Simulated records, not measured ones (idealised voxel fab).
Documented hereafter: the process module known as voxel wiring stack.
Pictured: cross-section cut, 280 nm wide, on a grid of 5 nm square cells.
Think of the cross-section as a grid of square cells. We describe it in bands, top to bottom, and each band covers one or more rows of those cells. This entry defines a band. It first specifies the height of the band's top and the height of its bottom in nm, and then specifies the band's materials from left to right, stating each material with its width in nm. The word "throughout" identifies a single material that fills the band from edge to edge, while the word "air" identifies empty space. Below 0: as-received wafer, all one material; heights counted from there. Lowest band: no bottom, goes on down, written "from 0 down". Think of "30 to 40" as a width that walks from the first number to the second as you go down the band, top row to bottom row, taking equal-sized steps from row to row. Where the words "nothing different" appear for a step, the cross-section shows no cell changed by that step; every cell remained as before. Entry "Tabulated closed voids". Content: empty spaces with no open connection to the top, size 8 cells or greater. Each: width x height at distance. Distance: from left edge. Unit: nm. Step line, after settings: the simulator's comment on this step. What "overlay nm" on a step's line means: if the step has a mask, that mask lay this far to the right of its planned place, or, when the value is negative, to the left.
This section lists the process steps that were planned:
step 1: RECEIVE (material Si)
step 2: CONFORMAL_DEP (material SiO2; thk nm 10)
step 3: CONFORMAL_DEP (material SiN; thk nm 5)
step 4: DIRECTIONAL_DEP (material lowk; thk nm 15)
step 5: DIRECTIONAL_DEP (material aC; thk nm 10)
step 6: PATTERN (tone open; mask id METAL_1; material resist; width nm 25; pitch nm 40; thk nm 30; overlay nm 0)
step 7: DIRECTIONAL_ETCH (etch materials aC; depth nm 10)
step 8: STRIP (etch materials resist)
step 9: DIRECTIONAL_ETCH (etch materials lowk; depth nm 15)
step 10: DIRECTIONAL_ETCH (etch materials SiN; depth nm 5)
step 11: STRIP (etch materials aC)
step 12: CONFORMAL_DEP (material TiN; thk nm 5)
step 13: FILL_DEP (material Cu; thk nm 5)
step 14: CMP (height nm 30)
step 15: CONFORMAL_DEP (material SiCN; thk nm 5)
step 16: DIRECTIONAL_DEP (material lowk; thk nm 20)
step 17: DIRECTIONAL_DEP (material aC; thk nm 15)
step 18: PATTERN (tone open; mask id PLUG_1; material resist; width nm 15; pitch nm 40; thk nm 35; overlay nm 0)
step 19: DIRECTIONAL_ETCH (etch materials aC; depth nm 15)
step 20: STRIP (etch materials resist)
step 21: DIRECTIONAL_ETCH (etch materials lowk; depth nm 20)
step 22: DIRECTIONAL_ETCH (etch materials SiCN; depth nm 5)
step 23: STRIP (etch materials aC)
step 24: CONFORMAL_DEP (material TiN; thk nm 5)
step 25: FILL_DEP (material Ru; thk nm 5)
step 26: CMP (height nm 55)
step 27: CONFORMAL_DEP (material SiCN; thk nm 5)
step 28: DIRECTIONAL_DEP (material lowk; thk nm 25)
step 29: MASKED_ETCH (tone open; mask id METAL_2; width nm 25; pitch nm 40; etch materials lowk; depth nm 25; overlay nm 0)
step 30: MASKED_ETCH (tone open; mask id METAL_2; width nm 25; pitch nm 40; etch materials SiCN; depth nm 5; overlay nm 0)
step 31: CONFORMAL_DEP (material TiN; thk nm 5)
step 32: FILL_DEP (material Cu; thk nm 5)
step 33: CMP (height nm 85)
step 34: CONFORMAL_DEP (material SiN; thk nm 5)
Here's what the wafer looked like in cross-section when it arrived - that's after step 1:
> from 0 down  Si throughout
> Tabulated closed voids: none
Final wafer profile in cross-section after the module, from the same start and plan as above, with one mistake made during processing:
> from 90 to 85  SiN throughout
> from 85 to 60  105 lowk  5 TiN  15 Cu  5 TiN  15 lowk  5 TiN  15 Cu  5 TiN  110 lowk
> from 60 to 55  105 SiCN  25 TiN  15 SiCN  25 TiN  110 SiCN
> from 55 to 35  105 lowk  5 TiN  5 Ru  5 TiN  25 lowk  5 TiN  5 Ru  5 TiN  120 lowk
> from 35 to 30  105 SiCN  15 TiN  25 SiCN  15 TiN  120 SiCN
> from 30 to 15  115 lowk  5 TiN  15 Cu  5 TiN  15 lowk  5 TiN  15 Cu  5 TiN  100 lowk
> from 15 to 10  115 SiN  25 TiN  15 SiN  25 TiN  100 SiN
> from 10 to 0  SiO2 throughout
> from 0 down  Si throughout
> Tabulated closed voids: none
Finding, execution versus plan: step 6, actual vs plan mismatch, actual run PATTERN (tone open; mask id METAL_1; material resist; width nm 25; pitch nm 40; thk nm 30; overlay nm 10)
